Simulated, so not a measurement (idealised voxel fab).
Process module heading - voxel gate over fins
It is cross-section cut that appears here, measuring 260 nm in width, its square cells being 5 nm in size.
If you're reading a cross-section in this doc, picture square cells in a grid; it comes to you as bands, top ones listed first down to the bottom, and a band can be one or more rows of cells. Heights first: top, then bottom, in nm. Then materials, left to right, each with a width in nm. "throughout" on a single material: fills the band edge to edge. "air": empty space. We count height from 0. Below that, the starting wafer is all one material. The lowest band never ends at the bottom but goes on down; see "0..down" for how that is written. The expression "30..40" gives the width at the extremes of the band, the first number at its top row of cells and the second at its bottom row, with the width changing by equal amounts from each row to the next in between. The designation "nothing changed", where it is given for a processing step, indicates that no cell of the cross-section was altered in the course of that step. The entry titled "closed voids" provides the empty spaces that have no open way to the top, restricted to those of 8 cells or more. Each is presented as width x height at distance, the distance being measured from the left edge, with all three in nm. Step line, after settings: the simulator's comment on this step. The "overlay nm" setting may appear on a step's line; for a step that uses a mask, it gives how far to the right of its planned position the mask lay, and a negative value indicates the left.
## Listed below are the process steps as planned
1 RECEIVE, material Si
2 CONFORMAL_DEP, material SiN, thk nm 5
3 MASKED_ETCH, tone cover, mask id FINS, width nm 15, pitch nm 50, etch materials SiN, depth nm 5, overlay nm 0
4 MASKED_ETCH, tone cover, mask id FINS, width nm 15, pitch nm 50, etch materials Si, depth nm 35, overlay nm 0
5 OXIDIZE, depth nm 5
6 FILL_DEP, material SiO2, thk nm 15
7 CMP, height nm 5
8 MASKED_ETCH, tone open, mask id RAIL, width nm 15, etch materials SiO2, depth nm 35, overlay nm 0
9 CONFORMAL_DEP, material TiN, thk nm 5
10 FILL_DEP, material Ru, thk nm 5
11 CMP, height nm 5
12 SELECTIVE_ETCH, etch materials W Ru TiN, depth nm 20
13 FILL_DEP, material SiO2, thk nm 5
14 CMP, height nm 5
15 SELECTIVE_ETCH, etch materials SiO2, depth nm 15
16 STRIP, etch materials SiN
17 CONFORMAL_DEP, material HfO2, thk nm 5
18 CONFORMAL_DEP, material TiN, thk nm 5
19 CONFORMAL_DEP, material TiAl, thk nm 5
20 CONFORMAL_DEP, material TiN, thk nm 5
21 FILL_DEP, material W, thk nm 10
22 CMP, height nm 25
23 CONFORMAL_DEP, material SiCN, thk nm 5
## As-received state of the wafer in cross-section, equivalent to post-step 1
    0..down  Si throughout
    closed voids: none
## Wafer cross-section at end of module: start and plan as shown above, one execution error
    30..25  SiCN throughout
    25..20  W throughout
    20..15  30 of W, 200 of TiN, 30 of W
    15..10  30 of W, 5 of TiN, 40 of TiAl, 10 of TiN, 40 of TiAl, 10 of TiN, 40 of TiAl, 10 of TiN, 40 of TiAl, 5 of TiN, 30 of W
    10..5  35 of TiN, 5 of TiAl, 30 of TiN, 5 of TiAl, 10 of TiN, 5 of TiAl, 30 of TiN, 5 of TiAl, 10 of TiN, 5 of TiAl, 30 of TiN, 5 of TiAl, 10 of TiN, 5 of TiAl, 30 of TiN, 5 of TiAl, 35 of TiN
    5..0  40 of TiAl, 5 of TiN, 20 of HfO2, 5 of TiN, 20 of TiAl, 5 of TiN, 20 of HfO2, 5 of TiN, 20 of TiAl, 5 of TiN, 20 of HfO2, 5 of TiN, 20 of TiAl, 5 of TiN, 20 of HfO2, 5 of TiN, 40 of TiAl
    0..-5  45 of TiN, 5 of HfO2, 10 of Si, 5 of HfO2, 30 of TiN, 5 of HfO2, 10 of Si, 5 of HfO2, 30 of TiN, 5 of HfO2, 10 of Si, 5 of HfO2, 30 of TiN, 5 of HfO2, 10 of Si, 5 of HfO2, 45 of TiN
    -5..-10  50 of HfO2, 10 of Si, 40 of HfO2, 10 of Si, 40 of HfO2, 10 of Si, 40 of HfO2, 10 of Si, 50 of HfO2
    -10..-15  50 of SiO2, 10 of Si, 40 of SiO2, 10 of Si, 40 of SiO2, 10 of Si, 40 of SiO2, 10 of Si, 50 of SiO2
    -15..-25  50 of SiO2, 10 of Si, 10 of SiO2, 5 of TiN, 5 of Ru, 5 of TiN, 15 of SiO2, 10 of Si, 40 of SiO2, 10 of Si, 40 of SiO2, 10 of Si, 50 of SiO2
    -25..-30  50 of SiO2, 10 of Si, 10 of SiO2, 15 of TiN, 15 of SiO2, 10 of Si, 40 of SiO2, 10 of Si, 40 of SiO2, 10 of Si, 50 of SiO2
    -30..-40  50 of SiO2, 10 of Si, 40 of SiO2, 10 of Si, 40 of SiO2, 10 of Si, 40 of SiO2, 10 of Si, 50 of SiO2
    -40..down  Si throughout
    closed voids: none
Error vs. plan: it should be noted that step 3 was executed with settings other than those planned, the operation and settings actually applied being MASKED_ETCH, tone cover, mask id FINS, width nm 20, pitch nm 50, etch materials SiN, depth nm 5, overlay nm 0
